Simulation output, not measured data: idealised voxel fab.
The document below concerns the process module designated voxel self aligned contacts.
Square cell edge 5 nm, section width 300 nm, ID cut.
How to read a cross-section here: the picture is a grid of square cells, written as bands going from the top down, and any band can span one or more rows of cells. What a band's entry tells you: where the top is and where the bottom is, as heights in nm, and after that what lies inside, material by material from left to right, each with its width in nm. Empty space is written as the word "air", and a single material marked with the word "full width" occupies the band from edge to edge. The level at which height equals 0 is the one under which the wafer, as it arrives, is entirely one material. No lower edge exists for the bottom band, which continues downward and is notated as in "0 and below". Think of "30 to 40" as a width that walks from the first number to the second as you go down the band, top row to bottom row, taking equal-sized steps from row to row. When a step is marked "changes: none", none of the cells in the cross-section changed during that step. Enclosed voids (no open way to top), threshold 8 cells or more, entry "Listed closed voids", notation width x height at distance, distance from left edge, nm. Post-settings text on a step line: simulator's own remark regarding the step. overlay nm: where the mask lay relative to plan, measured to the right, on steps with a mask; negatives go left.

PROCESS STEPS - PLAN
step 1: RECEIVE: material Si
step 2: CONFORMAL_DEP: material SiO2, thk nm 5
step 3: DIRECTIONAL_DEP: material polySi, thk nm 20
step 4: DIRECTIONAL_DEP: material SiN, thk nm 15
step 5: PATTERN: tone cover, mask id GATE, material resist, width nm 15, pitch nm 60, thk nm 15, overlay nm 0
step 6: DIRECTIONAL_ETCH: etch materials SiN, depth nm 15
step 7: DIRECTIONAL_ETCH: etch materials polySi, depth nm 20
step 8: STRIP: etch materials resist
step 9: CONFORMAL_DEP: material SiN, thk nm 5
step 10: DIRECTIONAL_ETCH: etch materials SiN, depth nm 5
step 11: FILL_DEP: material SiO2, thk nm 15
step 12: CMP: height nm 50
step 13: PATTERN: tone open, mask id CONTACT, material resist, width nm 45, pitch nm 60, thk nm 15, overlay nm 0
step 14: DIRECTIONAL_ETCH: etch materials SiO2, depth nm 50
step 15: STRIP: etch materials resist
step 16: CONFORMAL_DEP: material TiN, thk nm 5
step 17: FILL_DEP: material W, thk nm 10
step 18: CMP: height nm 50
step 19: CONFORMAL_DEP: material SiCN, thk nm 5
Across this set of wafers, the varied parameter is the width nm of step 5. Starting conditions are identical for every wafer, and the plan reports the value assigned to the first wafer.

AS-RECEIVED STATE AFTER STEP 1, FIRST OF SEVERAL WAFERS, CROSS-SECTION
0 and below | Si full width
Listed closed voids: none

MODULE END STATE AFTER FINAL STEP 19: CROSS-SECTION OF THE FIRST OF SEVERAL WAFERS
55 down to 50 | SiCN full width
50 down to 40 | SiO2=95, then TiN=5 to 10, then W=35 to 25, then TiN=5 to 10, then SiO2=15, then TiN=5 to 10, then W=35 to 25, then TiN=5 to 10, then SiO2=100
40 down to 25 | SiO2=75, then SiN=25, then TiN=5, then W=25, then TiN=5, then SiN=25, then TiN=5, then W=25, then TiN=5, then SiN=25, then SiO2=80
25 down to 5 | SiO2=75, then SiN=5, then polySi=15, then SiN=5, then TiN=5, then W=25, then TiN=5, then SiN=5, then polySi=15, then SiN=5, then TiN=5, then W=25, then TiN=5, then SiN=5, then polySi=15, then SiN=5, then SiO2=80
5 down to 0 | SiO2=100, then TiN=35, then SiO2=25, then TiN=35, then SiO2=105
0 and below | Si full width
Listed closed voids: none

CROSS-SECTION AT MODULE COMPLETION, LAST WAFER
55 down to 50 | SiCN full width
50 down to 45 | SiO2=95, then TiN=5, then W=35, then TiN=5, then SiO2=15, then TiN=5, then W=35, then TiN=5, then SiO2=100
45 down to 40 | SiO2=95, then TiN=45, then SiO2=15, then TiN=45, then SiO2=100
40 down to 25 | SiO2=65, then SiN=50, then TiN=10, then SiN=50, then TiN=10, then SiN=50, then SiO2=65
25 down to 5 | SiO2=65, then SiN=5, then polySi=40, then SiN=5, then TiN=10, then SiN=5, then polySi=40, then SiN=5, then TiN=10, then SiN=5, then polySi=40, then SiN=5, then SiO2=65
5 down to 0 | SiO2=115, then TiN=10, then SiO2=50, then TiN=10, then SiO2=115
0 and below | Si full width
Listed closed voids: none

EACH ROW BELOW IS A WAFER AT THE END OF THE MODULE, LISTING FOR EVERY MATERIAL THE NUMBER OF CELLS IT HAS GAINED (+) OR LOST (-) SINCE IT WAS RECEIVED, FOLLOWED BY ITS CLOSED VOIDS
width nm 15; +60 SiCN; +69 SiN; +347 SiO2; +54 TiN; +94 W; +36 polySi; Listed closed voids: none
width nm 20; +60 SiCN; +78 SiN; +342 SiO2; +54 TiN; +78 W; +48 polySi; Listed closed voids: none
width nm 25; +60 SiCN; +87 SiN; +337 SiO2; +54 TiN; +62 W; +60 polySi; Listed closed voids: none
width nm 30; +60 SiCN; +96 SiN; +332 SiO2; +54 TiN; +46 W; +72 polySi; Listed closed voids: none
width nm 35; +60 SiCN; +105 SiN; +327 SiO2; +54 TiN; +30 W; +84 polySi; Listed closed voids: none
width nm 40; +60 SiCN; +114 SiN; +322 SiO2; +54 TiN; +14 W; +96 polySi; Listed closed voids: none
